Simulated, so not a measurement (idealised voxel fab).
Process module under the name voxel ribs on slabs
Cross-section cut spans 170 nm and uses square cells 5 nm in size.
When this document writes out a cross-section, it uses a grid of square cells and lists it as bands, beginning at the top and moving down, with a band standing for one or more rows of cells. The band entry comprises the height of the band's top followed by the height of its bottom, expressed in nm, and subsequently the band's materials from left to right, each stated together with its width in nm. Where a single material is marked with the word "throughout", that material fills the band from edge to edge. The word "blank" represents empty space. We count height from 0. Below that, the starting wafer is all one material. The lowest band never ends at the bottom but goes on down; see "0 and below" for how that is written. The notation "30->40" denotes a width that varies across the rows of cells in the band, beginning at the first number in the top row, finishing at the second number in the bottom row, and changing by an identical amount from each row to the next. Step marked "all unchanged"? Then no cell in the cross-section changed in it. "Non-vented voids" lists enclosed empty spaces (at least 8 cells, no open path upward to the top), each as width x height at distance from the left edge, in nm. On each step's line, the part that comes after the settings is the simulator's own comment on the step. overlay nm: for a step with a mask, the amount by which the mask lay right of where it was planned; a negative amount means left of it.

Steps planned for the process:
1. RECEIVE: material Si
2. DIRECTIONAL_DEP: material SiO2, thk nm 20
3. DIRECTIONAL_DEP: material polySi, thk nm 15
4. MASKED_ETCH: tone cover, mask id RIB, width nm 30, etch materials polySi, depth nm 10, overlay nm 0
5. DIRECTIONAL_DEP: material aC, thk nm 15
6. PATTERN: tone cover, mask id SLAB, material resist, width nm 70, thk nm 35, overlay nm 0
7. DIRECTIONAL_ETCH: etch materials aC, depth nm 15
8. STRIP: etch materials resist
9. DIRECTIONAL_ETCH: etch materials polySi, depth nm 5
10. STRIP: etch materials aC
11. FILL_DEP: material SiO2, thk nm 15
12. CMP: height nm 45
13. DIRECTIONAL_DEP: material W, thk nm 10
14. DIRECTIONAL_DEP: material aC, thk nm 10
15. PATTERN: tone cover, mask id HEATER, material resist, width nm 40, thk nm 25, overlay nm 0
16. DIRECTIONAL_ETCH: etch materials aC, depth nm 10
17. STRIP: etch materials resist
18. DIRECTIONAL_ETCH: etch materials W, depth nm 10
19. STRIP: etch materials aC
20. CONFORMAL_DEP: material SiN, thk nm 10

The first of two wafers, run as planned:

Shown in cross-section is the wafer as received, that is, as it stands after step 1:
* 0 and below = Si throughout
* Non-vented voids: none

Step 2 complete: cross-section through the wafer:
* 20 down to 0 = SiO2 throughout
* Beneath the level 0, the cross-section is identical to its previous state.

Step 3 complete: cross-section through the wafer:
* 35 down to 20 = polySi throughout
* Beneath the level 20, the cross-section is identical to its previous state.

Step 4 complete: cross-section through the wafer:
* 35 down to 25 = blank 70 nm  polySi 30 nm  blank 70 nm
* Beneath the level 25, the cross-section is identical to its previous state.

Step 5 complete: cross-section through the wafer:
* 50 down to 40 = blank 70 nm  aC 30 nm  blank 70 nm
* 40 down to 35 = aC throughout
* 35 down to 25 = aC 70 nm  polySi 30 nm  aC 70 nm
* Beneath the level 25, the cross-section is identical to its previous state.

Step 6 complete: cross-section through the wafer:
* 85 down to 50 = blank 50 nm  resist 70 nm  blank 50 nm
* 50 down to 40 = blank 50 nm  resist 20 nm  aC 30 nm  resist 20 nm  blank 50 nm
* Beneath the level 40, the cross-section is identical to its previous state.

Step 7 complete: cross-section through the wafer:
* 70 down to 50 = blank 50 nm  resist 70 nm  blank 50 nm
* 50 down to 40 = blank 50 nm  resist 20 nm  aC 30 nm  resist 20 nm  blank 50 nm
* 40 down to 35 = blank 50 nm  aC 70 nm  blank 50 nm
* 35 down to 25 = blank 50 nm  aC 20 nm  polySi 30 nm  aC 20 nm  blank 50 nm
* Beneath the level 25, the cross-section is identical to its previous state.

Step 8 complete: cross-section through the wafer:
* 50 down to 40 = blank 70 nm  aC 30 nm  blank 70 nm
* Beneath the level 40, the cross-section is identical to its previous state.

Step 9 complete: cross-section through the wafer:
* 50 down to 40 = blank 70 nm  aC 30 nm  blank 70 nm
* 40 down to 35 = blank 50 nm  aC 70 nm  blank 50 nm
* 35 down to 25 = blank 50 nm  aC 20 nm  polySi 30 nm  aC 20 nm  blank 50 nm
* 25 down to 20 = blank 50 nm  polySi 70 nm  blank 50 nm
* Beneath the level 20, the cross-section is identical to its previous state.

Step 10 complete: cross-section through the wafer:
* 35 down to 25 = blank 70 nm  polySi 30 nm  blank 70 nm
* Beneath the level 25, the cross-section is identical to its previous state.

Step 11 complete: cross-section through the wafer:
* 50 down to 35 = SiO2 throughout
* 35 down to 25 = SiO2 70 nm  polySi 30 nm  SiO2 70 nm
* 25 down to 20 = SiO2 50 nm  polySi 70 nm  SiO2 50 nm
* Beneath the level 20, the cross-section is identical to its previous state.

Step 12 complete: cross-section through the wafer:
* 45 down to 35 = SiO2 throughout
* Beneath the level 35, the cross-section is identical to its previous state.

Step 13 complete: cross-section through the wafer:
* 55 down to 45 = W throughout
* Beneath the level 45, the cross-section is identical to its previous state.

Step 14 complete: cross-section through the wafer:
* 65 down to 55 = aC throughout
* Beneath the level 55, the cross-section is identical to its previous state.

Step 15 complete: cross-section through the wafer:
* 90 down to 65 = blank 65 nm  resist 40 nm  blank 65 nm
* Beneath the level 65, the cross-section is identical to its previous state.

Step 16 complete: cross-section through the wafer:
* 80 down to 65 = blank 65 nm  resist 40 nm  blank 65 nm
* 65 down to 55 = blank 65 nm  aC 40 nm  blank 65 nm
* Beneath the level 55, the cross-section is identical to its previous state.

Step 17 complete: cross-section through the wafer:
* 65 down to 55 = blank 65 nm  aC 40 nm  blank 65 nm
* Beneath the level 55, the cross-section is identical to its previous state.

Step 18 complete: cross-section through the wafer:
* 65 down to 55 = blank 65 nm  aC 40 nm  blank 65 nm
* 55 down to 45 = blank 65 nm  W 40 nm  blank 65 nm
* Beneath the level 45, the cross-section is identical to its previous state.

Step 19 complete: cross-section through the wafer:
* 55 down to 45 = blank 65 nm  W 40 nm  blank 65 nm
* Beneath the level 45, the cross-section is identical to its previous state.

Step 20 complete: cross-section through the wafer:
* 65 down to 55 = blank 55 nm  SiN 60 nm  blank 55 nm
* 55 down to 45 = SiN 65 nm  W 40 nm  SiN 65 nm
* Beneath the level 45, the cross-section is identical to its previous state.

The remaining wafer, second of the two, started like the first and was run to the same plan, except that one mistake was made along the way; the two coincide through step 12, inclusive:

At the planned end of step 13, the second wafer in cross-section:
* 55 down to 45 = polySi throughout
* Beneath the level 45, the cross-section is identical to its previous state.

At the planned end of step 14, the second wafer in cross-section:
* 65 down to 55 = aC throughout
* Beneath the level 55, the cross-section is identical to its previous state.

At the planned end of step 15, the second wafer in cross-section:
* 90 down to 65 = blank 65 nm  resist 40 nm  blank 65 nm
* Beneath the level 65, the cross-section is identical to its previous state.

At the planned end of step 16, the second wafer in cross-section:
* 80 down to 65 = blank 65 nm  resist 40 nm  blank 65 nm
* 65 down to 55 = blank 65 nm  aC 40 nm  blank 65 nm
* Beneath the level 55, the cross-section is identical to its previous state.

At the planned end of step 17, the second wafer in cross-section:
* 65 down to 55 = blank 65 nm  aC 40 nm  blank 65 nm
* Beneath the level 55, the cross-section is identical to its previous state.

At the planned end of step 18, the second wafer in cross-section: all unchanged

At the planned end of step 19, the second wafer in cross-section:
* 55 down to 45 = polySi throughout
* Beneath the level 45, the cross-section is identical to its previous state.

At the planned end of step 20, the second wafer in cross-section:
* 65 down to 55 = SiN throughout
* Beneath the level 55, the cross-section is identical to its previous state.
Run error: step 13 ran differently from the plan; actual operation with settings: DIRECTIONAL_DEP: material polySi, thk nm 10
Final comparison by cell count, materials where the second wafer has more or fewer than the first: SiN: 8 fewer | W: 16 fewer | polySi: 68 more
